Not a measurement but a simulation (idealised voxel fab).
process module | voxel self aligned contacts
cross-section cut | 230 nm wide | cells 5 nm
A cross-section is a grid of square cells, given in bands from the top down. A band is one or more rows of cells.
Each band's line starts with the height of the band's top and of its bottom, in nm. Then come its materials from left to right, each with its width in nm. One material with "throughout" fills the band from edge to edge. "air" is empty space.
Height 0 is the level under which the wafer as received is all one material. The lowest band goes on downwards, as in "0 down".
A width such as "30 to 40" changes by the same amount from each row of cells to the next, from the band's top row to its bottom row.
"no change" after a step means that no cell of the cross-section changed.
closed voids: empty space of 8 cells or more with no open way to the top, each as width x height at its distance from the left edge, in nm
after a step's settings: what the simulator itself notes on the step
overlay nm, on a step with a mask: how far to the right of its planned place the mask lay; to the left if negative
plan
1 op RECEIVE | material Si
2 op OXIDIZE | depth nm 5
3 op DIRECTIONAL_DEP | material polySi | thk nm 30
4 op DIRECTIONAL_DEP | material SiN | thk nm 25
5 op MASKED_ETCH | tone cover | mask id GATE | width nm 35 | pitch nm 80 | etch materials SiN | depth nm 25 | overlay nm 0
6 op MASKED_ETCH | tone cover | mask id GATE | width nm 35 | pitch nm 80 | etch materials polySi | depth nm 30 | overlay nm 0
7 op CONFORMAL_DEP | material SiN | thk nm 10
8 op DIRECTIONAL_ETCH | etch materials SiN | depth nm 10
9 op FILL_DEP | material SiO2 | thk nm 15
10 op CMP | height nm 65
11 op PATTERN | tone open | mask id CONTACT | material resist | width nm 65 | pitch nm 80 | thk nm 15 | overlay nm 0
12 op DIRECTIONAL_ETCH | etch materials SiO2 | depth nm 70
13 op STRIP | etch materials resist
14 op CONFORMAL_DEP | material TiN | thk nm 5
15 op FILL_DEP | material Ru | thk nm 5
16 op CMP | height nm 65
17 op CONFORMAL_DEP | material SiCN | thk nm 5
first wafer, as planned
as received, after step 1
  0 down: Si throughout
  closed voids: none
after step 2
  0 to -5: SiO2 throughout
  below -5: unchanged
after step 3
  30 to 0: polySi throughout
  below 0: unchanged
after step 4
  55 to 30: SiN throughout
  below 30: unchanged
after step 5
  55 to 30: air 15 | SiN 35 | air 45 | SiN 35 | air 45 | SiN 35 | air 20
  below 30: unchanged
after step 6
  55 to 30: air 15 | SiN 35 | air 45 | SiN 35 | air 45 | SiN 35 | air 20
  30 to 0: air 15 | polySi 35 | air 45 | polySi 35 | air 45 | polySi 35 | air 20
  below 0: unchanged
after step 7
  65 to 30: air 5 | SiN 55 | air 25 | SiN 55 | air 25 | SiN 55 | air 10
  30 to 10: air 5 | SiN 10 | polySi 35 | SiN 10 | air 25 | SiN 10 | polySi 35 | SiN 10 | air 25 | SiN 10 | polySi 35 | SiN 10 | air 10
  10 to 0: SiN 15 | polySi 35 | SiN 45 | polySi 35 | SiN 45 | polySi 35 | SiN 20
  below 0: unchanged
after step 8
  55 to 30: air 5 | SiN 55 | air 25 | SiN 55 | air 25 | SiN 55 | air 10
  30 to 0: air 5 | SiN 10 | polySi 35 | SiN 10 | air 25 | SiN 10 | polySi 35 | SiN 10 | air 25 | SiN 10 | polySi 35 | SiN 10 | air 10
  below 0: unchanged
after step 9
  70 to 55: SiO2 throughout
  55 to 30: SiO2 5 | SiN 55 | SiO2 25 | SiN 55 | SiO2 25 | SiN 55 | SiO2 10
  30 to 0: SiO2 5 | SiN 10 | polySi 35 | SiN 10 | SiO2 25 | SiN 10 | polySi 35 | SiN 10 | SiO2 25 | SiN 10 | polySi 35 | SiN 10 | SiO2 10
  below 0: unchanged
after step 10
  65 to 55: SiO2 throughout
  below 55: unchanged
after step 11
  80 to 65: resist 40 | air 65 | resist 15 | air 65 | resist 45
  below 65: unchanged
after step 12
  80 to 65: resist 40 | air 65 | resist 15 | air 65 | resist 45
  65 to 55: SiO2 40 | air 65 | SiO2 15 | air 65 | SiO2 45
  55 to 30: SiO2 5 | SiN 55 | air 25 | SiN 55 | air 25 | SiN 55 | SiO2 10
  30 to 0: SiO2 5 | SiN 10 | polySi 35 | SiN 10 | air 25 | SiN 10 | polySi 35 | SiN 10 | air 25 | SiN 10 | polySi 35 | SiN 10 | SiO2 10
  0 to -5: SiO2 60 | air 25 | SiO2 55 | air 25 | SiO2 65
  below -5: unchanged
after step 13
  65 to 55: SiO2 40 | air 65 | SiO2 15 | air 65 | SiO2 45
  below 55: unchanged
after step 14
  70 to 65: TiN 45 | air 55 | TiN 25 | air 55 | TiN 50
  65 to 55: SiO2 40 | TiN 5 to 25 | air 55 to 15 | TiN 5 to 25 | SiO2 15 | TiN 5 to 25 | air 55 to 15 | TiN 5 to 25 | SiO2 45
  55 to 30: SiO2 5 | SiN 55 | TiN 5 | air 15 | TiN 5 | SiN 55 | TiN 5 | air 15 | TiN 5 | SiN 55 | SiO2 10
  30 to 0: SiO2 5 | SiN 10 | polySi 35 | SiN 10 | TiN 5 | air 15 | TiN 5 | SiN 10 | polySi 35 | SiN 10 | TiN 5 | air 15 | TiN 5 | SiN 10 | polySi 35 | SiN 10 | SiO2 10
  0 to -5: SiO2 60 | TiN 25 | SiO2 55 | TiN 25 | SiO2 65
  below -5: unchanged
after step 15
  75 to 70: Ru throughout
  70 to 65: TiN 45 | Ru 55 | TiN 25 | Ru 55 | TiN 50
  65 to 55: SiO2 40 | TiN 5 to 25 | Ru 55 to 15 | TiN 5 to 25 | SiO2 15 | TiN 5 to 25 | Ru 55 to 15 | TiN 5 to 25 | SiO2 45
  55 to 30: SiO2 5 | SiN 55 | TiN 5 | Ru 15 | TiN 5 | SiN 55 | TiN 5 | Ru 15 | TiN 5 | SiN 55 | SiO2 10
  30 to 0: SiO2 5 | SiN 10 | polySi 35 | SiN 10 | TiN 5 | Ru 15 | TiN 5 | SiN 10 | polySi 35 | SiN 10 | TiN 5 | Ru 15 | TiN 5 | SiN 10 | polySi 35 | SiN 10 | SiO2 10
  below 0: unchanged
after step 16
  65 to 55: SiO2 40 | TiN 5 to 25 | Ru 55 to 15 | TiN 5 to 25 | SiO2 15 | TiN 5 to 25 | Ru 55 to 15 | TiN 5 to 25 | SiO2 45
  below 55: unchanged
after step 17
  70 to 65: SiCN throughout
  below 65: unchanged
second wafer: like start, like plan, one mistake. Through step 8 it matches the first wafer
when step 9 should have ended
  70 to 55: Ru throughout
  55 to 30: Ru 5 | SiN 55 | Ru 25 | SiN 55 | Ru 25 | SiN 55 | Ru 10
  30 to 0: Ru 5 | SiN 10 | polySi 35 | SiN 10 | Ru 25 | SiN 10 | polySi 35 | SiN 10 | Ru 25 | SiN 10 | polySi 35 | SiN 10 | Ru 10
  below 0: unchanged
when step 10 should have ended
  65 to 55: Ru throughout
  below 55: unchanged
when step 11 should have ended
  80 to 65: resist 40 | air 65 | resist 15 | air 65 | resist 45
  below 65: unchanged
when step 12 should have ended: no change
when step 13 should have ended
  65 to 55: Ru throughout
  below 55: unchanged
when step 14 should have ended
  70 to 65: TiN throughout
  below 65: unchanged
when step 15 should have ended
  75 to 70: Ru throughout
  below 70: unchanged
when step 16 should have ended
  65 to 55: Ru throughout
  below 55: unchanged
when step 17 should have ended
  70 to 65: SiCN throughout
  below 65: unchanged
what went wrong: step 9 ran as: op FILL_DEP | material Ru | thk nm 15
at the end the second wafer has, in cells: 141 more of Ru | 63 fewer of SiO2 | 78 fewer of TiN
